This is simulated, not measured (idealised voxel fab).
Title: Process Module voxel capacitor over wiring
295 nm wide, 5 nm square cells: that's cross-section cut.
How to read a cross-section here: the picture is a grid of square cells, written as bands going from the top down, and any band can span one or more rows of cells.
First you get the band's top height and its bottom height, in nm, and then the materials it's made of, left to right, with each width in nm. If you see a single material with "full width", that one covers the band edge to edge. "blank" is empty space.
Ref level 0: as-received wafer is one material below here. Bottom band extends down with no lower bound ("top 0, no bottom").
A width given as "30->40" starts at the first number in the band's top row and ends at the second number in its bottom row, shifting by an equal amount at every step from row to row.
"no modification" means the step left every cell of the cross-section as it was.
"Trapped voids" - sealed voids, min. 8 cells, no opening to top; format: width x height at distance (distance from left edge; nm throughout).
Note: text after step settings on the step line = simulator remark on that step.
overlay nm: for a step with a mask, the amount by which the mask lay right of where it was planned; a negative amount means left of it.

-- Process steps (planned)
1: op RECEIVE | material Si
2: op CONFORMAL_DEP | material SiO2 | thk nm 10
3: op CONFORMAL_DEP | material SiN | thk nm 5
4: op DIRECTIONAL_DEP | material SiO2 | thk nm 20
5: op PATTERN | tone open | mask id METAL_1 | material resist | width nm 20 | pitch nm 90 | thk nm 15 | overlay nm 0
6: op DIRECTIONAL_ETCH | etch materials SiO2 | depth nm 20
7: op DIRECTIONAL_ETCH | etch materials SiN | depth nm 5
8: op STRIP | etch materials resist
9: op CONFORMAL_DEP | material TiN | thk nm 5
10: op FILL_DEP | material W | thk nm 5
11: op CMP | height nm 35
12: op CONFORMAL_DEP | material SiCN | thk nm 5
13: op DIRECTIONAL_DEP | material lowk | thk nm 10
14: op PATTERN | tone open | mask id PLUG_1 | material resist | width nm 15 | thk nm 15 | overlay nm 0
15: op DIRECTIONAL_ETCH | etch materials lowk | depth nm 10
16: op DIRECTIONAL_ETCH | etch materials SiCN | depth nm 5
17: op STRIP | etch materials resist
18: op CONFORMAL_DEP | material TiN | thk nm 5
19: op FILL_DEP | material W | thk nm 10
20: op CMP | height nm 50
21: op DIRECTIONAL_DEP | material TiN | thk nm 10
22: op DIRECTIONAL_DEP | material Al2O3 | thk nm 5
23: op DIRECTIONAL_DEP | material TiN | thk nm 5
24: op DIRECTIONAL_DEP | material aC | thk nm 15
25: op PATTERN | tone cover | mask id UPPER_PLATE | material resist | width nm 75 | thk nm 35 | overlay nm 0
26: op DIRECTIONAL_ETCH | etch materials aC | depth nm 15
27: op STRIP | etch materials resist
28: op DIRECTIONAL_ETCH | etch materials TiN | depth nm 5
29: op DIRECTIONAL_ETCH | etch materials Al2O3 | depth nm 5
30: op STRIP | etch materials aC
31: op PATTERN | tone cover | mask id LOWER_PLATE | material resist | width nm 85 | thk nm 20 | overlay nm 0
32: op DIRECTIONAL_ETCH | etch materials TiN | depth nm 10
33: op STRIP | etch materials resist
34: op FILL_DEP | material SiO2 | thk nm 20
35: op CMP | height nm 85
36: op PATTERN | tone open | mask id PLUG_2 | material resist | width nm 15 | thk nm 20 | overlay nm -15
37: op DIRECTIONAL_ETCH | etch materials SiO2 | depth nm 15
38: op STRIP | etch materials resist
39: op CONFORMAL_DEP | material TiN | thk nm 5
40: op FILL_DEP | material W | thk nm 10
41: op CMP | height nm 85
42: op CONFORMAL_DEP | material SiN | thk nm 5
The wafers in this document start out alike and differ in the overlay nm applied at step 36; the plan shows the value used for the first wafer.

-- Step 1 complete: as-received cross-section of the first of several wafers
* top 0, no bottom: Si full width
* Trapped voids: none

-- End of module: cross-section of the first of several wafers after step 42, the last step
* top 90, bottom 85: SiN full width
* top 85, bottom 75: SiO2 90 nm  TiN 5 nm  W 5 nm  TiN 5 nm  SiO2 190 nm
* top 75, bottom 65: SiO2 90->95 nm  TiN 15->75 nm  SiO2 190->125 nm
* top 65, bottom 60: SiO2 95 nm  Al2O3 75 nm  SiO2 125 nm
* top 60, bottom 50: SiO2 90 nm  TiN 85 nm  SiO2 120 nm
* top 50, bottom 40: lowk 95 nm  TiN 5 nm  W 5 nm  TiN 5 nm  lowk 185 nm
* top 40, bottom 35: SiCN 95 nm  TiN 15 nm  SiCN 185 nm
* top 35, bottom 15: SiO2 90 nm  TiN 5 nm  W 10 nm  TiN 5 nm  SiO2 70 nm  TiN 5 nm  W 10 nm  TiN 5 nm  SiO2 95 nm
* top 15, bottom 10: SiN 90 nm  TiN 20 nm  SiN 70 nm  TiN 20 nm  SiN 95 nm
* top 10, bottom 0: SiO2 full width
* top 0, no bottom: Si full width
* Trapped voids: none

-- A cross-section through the last wafer at the close of the module
* top 90, bottom 85: SiN full width
* top 85, bottom 75: SiO2 120 nm  TiN 5 nm  W 5 nm  TiN 5 nm  SiO2 160 nm
* top 75, bottom 65: SiO2 120->95 nm  TiN 15->75 nm  SiO2 160->125 nm
* top 65, bottom 60: SiO2 95 nm  Al2O3 75 nm  SiO2 125 nm
* top 60, bottom 50: SiO2 90 nm  TiN 85 nm  SiO2 120 nm
* top 50, bottom 40: lowk 95 nm  TiN 5 nm  W 5 nm  TiN 5 nm  lowk 185 nm
* top 40, bottom 35: SiCN 95 nm  TiN 15 nm  SiCN 185 nm
* top 35, bottom 15: SiO2 90 nm  TiN 5 nm  W 10 nm  TiN 5 nm  SiO2 70 nm  TiN 5 nm  W 10 nm  TiN 5 nm  SiO2 95 nm
* top 15, bottom 10: SiN 90 nm  TiN 20 nm  SiN 70 nm  TiN 20 nm  SiN 95 nm
* top 10, bottom 0: SiO2 full width
* top 0, no bottom: Si full width
* Trapped voids: none

-- The following table contains a row per wafer, in which are reported, at the conclusion of the module, the cells of each material gained (+) or lost (-) since the wafer's receipt, with its closed voids given thereafter
overlay nm -15, +15 Al2O3, +56 SiCN, +110 SiN, +662 SiO2, +87 TiN, +20 W, +112 lowk, Trapped voids: none
overlay nm -10, +15 Al2O3, +56 SiCN, +110 SiN, +662 SiO2, +87 TiN, +20 W, +112 lowk, Trapped voids: none
overlay nm -5, +15 Al2O3, +56 SiCN, +110 SiN, +662 SiO2, +87 TiN, +20 W, +112 lowk, Trapped voids: none
overlay nm 0, +15 Al2O3, +56 SiCN, +110 SiN, +662 SiO2, +87 TiN, +20 W, +112 lowk, Trapped voids: none
overlay nm 5, +15 Al2O3, +56 SiCN, +110 SiN, +662 SiO2, +87 TiN, +20 W, +112 lowk, Trapped voids: none
overlay nm 10, +15 Al2O3, +56 SiCN, +110 SiN, +662 SiO2, +87 TiN, +20 W, +112 lowk, Trapped voids: none
overlay nm 15, +15 Al2O3, +56 SiCN, +110 SiN, +662 SiO2, +87 TiN, +20 W, +112 lowk, Trapped voids: none
